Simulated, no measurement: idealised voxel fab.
Herein follows the process module entitled voxel gate over fins.
Section shown: cut. Width: 230 nm. Cell size: 5 nm, square.
How to read a cross-section here: the picture is a grid of square cells, written as bands going from the top down, and any band can span one or more rows of cells. First you get the band's top height and its bottom height, in nm, and then the materials it's made of, left to right, with each width in nm. If you see a single material with "edge to edge", that one covers the band edge to edge. "air" is empty space. Basically, 0 is our baseline, since under it the wafer straight out of the box is all one material. The bottom band has no lower end and keeps on going down, so it looks like "from 0 down". When a width is written as two numbers, as in "30..40", the first number is the width in the top row of cells of the band and the second is the width in its bottom row, and the width changes by the same amount from each row to the next. Step marked "no alterations made"? Then no cell in the cross-section changed in it. The list in "Catalogued sealed voids" covers empty spaces of 8 cells or more that cannot reach the top through any open way, and it gives each as width x height at distance; the distance is from the left edge, and width, height and distance are in nm. Heads up: the bit after the settings on a step's line is the simulator's remark on that step. Steps that use a mask can have "overlay nm" on their line. It says how far the mask sat to the right of where it was meant to be. Negative means to the left.

[So here's the lineup of process steps we planned]
1: RECEIVE with material Si
2: CONFORMAL_DEP with material SiN, thk nm 5
3: PATTERN with tone cover, mask id FINS, material resist, width nm 15, pitch nm 50, thk nm 20, overlay nm 0
4: DIRECTIONAL_ETCH with etch materials SiN, depth nm 5
5: DIRECTIONAL_ETCH with etch materials Si, depth nm 40
6: STRIP with etch materials resist
7: OXIDIZE with depth nm 5
8: FILL_DEP with material SiO2, thk nm 10
9: CMP with height nm 5
10: DIRECTIONAL_DEP with material aC, thk nm 10
11: PATTERN with tone open, mask id RAIL, material resist, width nm 15, thk nm 25, overlay nm 0
12: DIRECTIONAL_ETCH with etch materials aC, depth nm 10
13: STRIP with etch materials resist
14: DIRECTIONAL_ETCH with etch materials SiO2, depth nm 40
15: STRIP with etch materials aC
16: CONFORMAL_DEP with material TiN, thk nm 5
17: FILL_DEP with material W, thk nm 10
18: CMP with height nm 5
19: SELECTIVE_ETCH with etch materials W Ru TiN, depth nm 25
20: FILL_DEP with material SiO2, thk nm 5
21: CMP with height nm 5
22: SELECTIVE_ETCH with etch materials SiO2, depth nm 20
23: STRIP with etch materials SiN
24: CONFORMAL_DEP with material HfO2, thk nm 5
25: CONFORMAL_DEP with material TiN, thk nm 5
26: CONFORMAL_DEP with material TiAl, thk nm 5
27: CONFORMAL_DEP with material TiN, thk nm 5
28: FILL_DEP with material W, thk nm 15
29: CMP with height nm 30
30: CONFORMAL_DEP with material SiN, thk nm 5

[As-received wafer cross-section (after step 1)]
from 0 down: Si edge to edge
Catalogued sealed voids: none

[Module complete - cross-section of the first of two wafers, run according to plan]
from 35 to 30: SiN edge to edge
from 30 to 20: W edge to edge
from 20 to 15: W: 65, TiN: 45, W: 5, TiN: 45, W: 70
from 15 to 10: W: 65, TiN: 5, TiAl: 35, TiN: 5, W: 5, TiN: 5, TiAl: 35, TiN: 5, W: 70
from 10 to 5: W: 65, TiN: 5, TiAl: 5, TiN: 25, TiAl: 5, TiN: 5, W: 5, TiN: 5, TiAl: 5, TiN: 25, TiAl: 5, TiN: 5, W: 70
from 5 to 0: TiN: 70, TiAl: 5, TiN: 5, HfO2: 15, TiN: 5, TiAl: 5, TiN: 15, TiAl: 5, TiN: 5, HfO2: 15, TiN: 5, TiAl: 5, TiN: 75
from 0 to -5: TiAl: 75, TiN: 5, HfO2: 5, Si: 5, HfO2: 5, TiN: 5, TiAl: 25, TiN: 5, HfO2: 5, Si: 5, HfO2: 5, TiN: 5, TiAl: 80
from -5 to -10: TiN: 80, HfO2: 5, Si: 5, HfO2: 5, TiN: 35, HfO2: 5, Si: 5, HfO2: 5, TiN: 85
from -10 to -15: HfO2: 85, Si: 5, HfO2: 45, Si: 5, HfO2: 90
from -15 to -20: SiO2: 85, Si: 5, SiO2: 45, Si: 5, SiO2: 90
from -20 to -30: SiO2: 85, Si: 5, SiO2: 15, TiN: 5, W: 5, TiN: 5, SiO2: 15, Si: 5, SiO2: 90
from -30 to -35: SiO2: 85, Si: 5, SiO2: 15, TiN: 15, SiO2: 15, Si: 5, SiO2: 90
from -35 to -45: SiO2: 85, Si: 5, SiO2: 45, Si: 5, SiO2: 90
from -45 down: Si edge to edge
Catalogued sealed voids: none

[Wafer two, end of module, cross-section. Same start, same plan as wafer one. One mistake in the run]
from 35 to 30: SiN edge to edge
from 30 to 20: W edge to edge
from 20 to 15: W: 65, TiN: 45, W: 5, TiN: 45, W: 70
from 15 to 10: W: 65, TiN: 5, TiAl: 35, TiN: 5, W: 5, TiN: 5, TiAl: 35, TiN: 5, W: 70
from 10 to 5: W: 65, TiN: 5, TiAl: 5, HfO2: 25, TiAl: 5, TiN: 5, W: 5, TiN: 5, TiAl: 5, HfO2: 25, TiAl: 5, TiN: 5, W: 70
from 5 to 0: TiN: 70, TiAl: 5, HfO2: 5, TiN: 15, HfO2: 5, TiAl: 5, TiN: 15, TiAl: 5, HfO2: 5, TiN: 15, HfO2: 5, TiAl: 5, TiN: 75
from 0 to -5: TiAl: 75, HfO2: 5, TiN: 5, Si: 5, TiN: 5, HfO2: 5, TiAl: 25, HfO2: 5, TiN: 5, Si: 5, TiN: 5, HfO2: 5, TiAl: 80
from -5 to -10: HfO2: 80, TiN: 5, Si: 5, TiN: 5, HfO2: 35, TiN: 5, Si: 5, TiN: 5, HfO2: 85
from -10 to -15: TiN: 85, Si: 5, TiN: 45, Si: 5, TiN: 90
from -15 to -20: SiO2: 85, Si: 5, SiO2: 45, Si: 5, SiO2: 90
from -20 to -30: SiO2: 85, Si: 5, SiO2: 15, TiN: 5, W: 5, TiN: 5, SiO2: 15, Si: 5, SiO2: 90
from -30 to -35: SiO2: 85, Si: 5, SiO2: 15, TiN: 15, SiO2: 15, Si: 5, SiO2: 90
from -35 to -45: SiO2: 85, Si: 5, SiO2: 45, Si: 5, SiO2: 90
from -45 down: Si edge to edge
Catalogued sealed voids: none
Misprocessing identified: order of steps 24 and 25 inverted relative to the plan
Tallied in cells, the final second wafer holds each material in the same quantity as the first, although not at the same places.
